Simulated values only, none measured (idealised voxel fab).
Proc. module: voxel capacitor over wiring
It is cross-section cut that appears here, measuring 210 nm in width, its square cells being 5 nm in size.
Reading order for cross-sections: top band down to bottom band. Underlying form: a grid of square cells. Band size: one or more rows of cells.
Per band: top height and bottom height in nm, followed by the left-to-right materials and their widths in nm; "everywhere" marks a single material spanning edge to edge, "empty" marks empty space.
Heights from 0 (as-received wafer is one material below). Bottom band endless downward, as "0..down".
Width "30->40": first value at the band's top row of cells, second value at its bottom row, equal change from row to row.
"no modifications" means the step left every cell of the cross-section as it was.
This entry, "Closed-off voids", enumerates those empty regions of no fewer than 8 cells that possess no open connection to the top. Each region is reported in the form width x height at distance, the distance being taken from the left edge, with all three quantities expressed in nm.
after a step's settings: what the simulator itself notes on the step
Each step line may optionally specify "overlay nm", which for a step with a mask gives the rightward distance between the mask's planned place and where it lay, a negative value indicating the leftward direction.

# List of planned process steps
- 1: RECEIVE: material Si
- 2: CONFORMAL_DEP: material SiO2, thk nm 15
- 3: DIRECTIONAL_DEP: material TiN, thk nm 5
- 4: DIRECTIONAL_DEP: material W, thk nm 25
- 5: MASKED_ETCH: tone cover, mask id METAL_1, width nm 20, pitch nm 80, etch materials W, depth nm 25, overlay nm 0
- 6: MASKED_ETCH: tone cover, mask id METAL_1, width nm 20, pitch nm 80, etch materials TiN, depth nm 5, overlay nm 0
- 7: CONFORMAL_DEP: material SiN, thk nm 5
- 8: FILL_DEP: material lowk, thk nm 5
- 9: CMP: height nm 45
- 10: CONFORMAL_DEP: material SiCN, thk nm 5
- 11: DIRECTIONAL_DEP: material SiO2, thk nm 10
- 12: MASKED_ETCH: tone open, mask id PLUG_1, width nm 15, etch materials SiO2, depth nm 10, overlay nm 0
- 13: MASKED_ETCH: tone open, mask id PLUG_1, width nm 15, etch materials SiCN, depth nm 5, overlay nm 0
- 14: CONFORMAL_DEP: material TiN, thk nm 5
- 15: FILL_DEP: material Cu, thk nm 5
- 16: CMP: height nm 60
- 17: DIRECTIONAL_DEP: material TiN, thk nm 5
- 18: DIRECTIONAL_DEP: material Al2O3, thk nm 5
- 19: DIRECTIONAL_DEP: material TiN, thk nm 10
- 20: DIRECTIONAL_DEP: material aC, thk nm 10
- 21: PATTERN: tone cover, mask id UPPER_PLATE, material resist, width nm 65, thk nm 25, overlay nm 0
- 22: DIRECTIONAL_ETCH: etch materials aC, depth nm 10
- 23: STRIP: etch materials resist
- 24: DIRECTIONAL_ETCH: etch materials TiN, depth nm 10
- 25: DIRECTIONAL_ETCH: etch materials Al2O3, depth nm 5
- 26: STRIP: etch materials aC
- 27: DIRECTIONAL_DEP: material aC, thk nm 10
- 28: PATTERN: tone cover, mask id LOWER_PLATE, material resist, width nm 75, thk nm 30, overlay nm 0
- 29: DIRECTIONAL_ETCH: etch materials aC, depth nm 10
- 30: STRIP: etch materials resist
- 31: DIRECTIONAL_ETCH: etch materials TiN, depth nm 5
- 32: STRIP: etch materials aC
- 33: FILL_DEP: material SiO2, thk nm 20
- 34: CMP: height nm 95
- 35: MASKED_ETCH: tone open, mask id PLUG_2, width nm 15, etch materials SiO2, depth nm 15, overlay nm 0
- 36: CONFORMAL_DEP: material TiN, thk nm 5
- 37: FILL_DEP: material Ru, thk nm 5
- 38: CMP: height nm 95
- 39: CONFORMAL_DEP: material SiCN, thk nm 5

# Step 1 complete: cross-section of the wafer as received
- 0..down = Si everywhere
- Closed-off voids: none

# Post-module cross-section: identical start and plan to those above, one misstep in execution
- 100..95 = SiCN everywhere
- 95..85 = SiO2 70 / TiN 5 / Ru 5 / TiN 5 / SiO2 125
- 85..80 = SiO2 70 / TiN 15 / SiO2 125
- 80..70 = SiO2 60 / TiN 65 / SiO2 85
- 70..65 = SiO2 60 / Al2O3 65 / SiO2 85
- 65..60 = SiO2 55 / TiN 75 / SiO2 80
- 60..50 = SiO2 60 / TiN 5 / Al2O3 5 / TiN 5 / SiO2 135
- 50..45 = SiCN 60 / TiN 15 / SiCN 135
- 45..20 = lowk 50 / SiN 5 / W 20 / SiN 5 / lowk 50 / SiN 5 / W 20 / SiN 5 / lowk 50
- 20..15 = SiN 55 / TiN 20 / SiN 60 / TiN 20 / SiN 55
- 15..0 = SiO2 everywhere
- 0..down = Si everywhere
- Closed-off voids: none
Deviation from plan: step 15 ran as: FILL_DEP: material Al2O3, thk nm 5
